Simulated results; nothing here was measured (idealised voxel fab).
voxel ribs on slabs: a process module
We display cut, a cross-section 150 nm in width whose square cells are each 5 nm.
Cross-section spec: square-cell grid; bands listed top down; each band is one or more rows. The entry gives the band's vertical extent as a top height and a bottom height in nm, then its horizontal make-up as materials from left to right, each with a width in nm. "empty" stands for empty space; a single material marked "throughout" fills the band edge to edge. Height reference: 0 = level under which incoming wafer is all one material. Lowest band: no bottom, runs on downward, e.g. "0 nm and below". Read "30 to 40" as a graded width: first number on top, second number at the bottom, same change between each pair of neighbouring rows. What does "remained unchanged" mean for a step? It means no cell of the cross-section changed in that step. "Closed void listing": empty spaces of 8 cells or more with no open way to the top, each given as width x height at distance, distance from the left edge, all in nm. Anything after a step's settings on that line? It's the simulator's own note about the step. overlay nm: how far to the right of its planned place the mask lay on this masked step (negative: to the left).
List of planned process steps
step 1: RECEIVE,material Si
step 2: DIRECTIONAL_DEP,material SiO2,thk nm 20
step 3: DIRECTIONAL_DEP,material polySi,thk nm 15
step 4: PATTERN,tone cover,mask id RIB,material resist,width nm 25,thk nm 20,overlay nm 0
step 5: DIRECTIONAL_ETCH,etch materials polySi,depth nm 10
step 6: STRIP,etch materials resist
step 7: PATTERN,tone cover,mask id SLAB,material resist,width nm 85,thk nm 20,overlay nm 0
step 8: DIRECTIONAL_ETCH,etch materials polySi,depth nm 5
step 9: STRIP,etch materials resist
step 10: FILL_DEP,material SiO2,thk nm 20
step 11: CMP,height nm 45
step 12: DIRECTIONAL_DEP,material W,thk nm 10
step 13: MASKED_ETCH,tone cover,mask id HEATER,width nm 35,etch materials W,depth nm 10,overlay nm 0
step 14: CONFORMAL_DEP,material SiN,thk nm 10
Here's what the wafer looked like in cross-section when it arrived - that's after step 1
	0 nm and below | Si throughout
	Closed void listing: none
Cross-section: first of two wafers, module finished, run according to plan
	65 nm to 55 nm | empty: 45, SiN: 55, empty: 50
	55 nm to 45 nm | SiN: 55, W: 35, SiN: 60
	45 nm to 35 nm | SiO2 throughout
	35 nm to 25 nm | SiO2: 60, polySi: 25, SiO2: 65
	25 nm to 20 nm | SiO2: 30, polySi: 85, SiO2: 35
	20 nm to 0 nm | SiO2 throughout
	0 nm and below | Si throughout
	Closed void listing: none
Same start, same plan as the first wafer - but one mistake in the run. Cross-section of the second of the two at the end of the module
	55 nm to 45 nm | empty: 55, W: 35, empty: 60
	45 nm to 35 nm | SiO2 throughout
	35 nm to 25 nm | SiO2: 60, polySi: 25, SiO2: 65
	25 nm to 20 nm | SiO2: 30, polySi: 85, SiO2: 35
	20 nm to 0 nm | SiO2 throughout
	0 nm and below | Si throughout
	Closed void listing: none
Deviation noted in wafer processing: yeah, step 14 of the plan got skipped, never ran
End of process, cell counts, second wafer against first, materials with more or fewer: SiN: 68 fewer
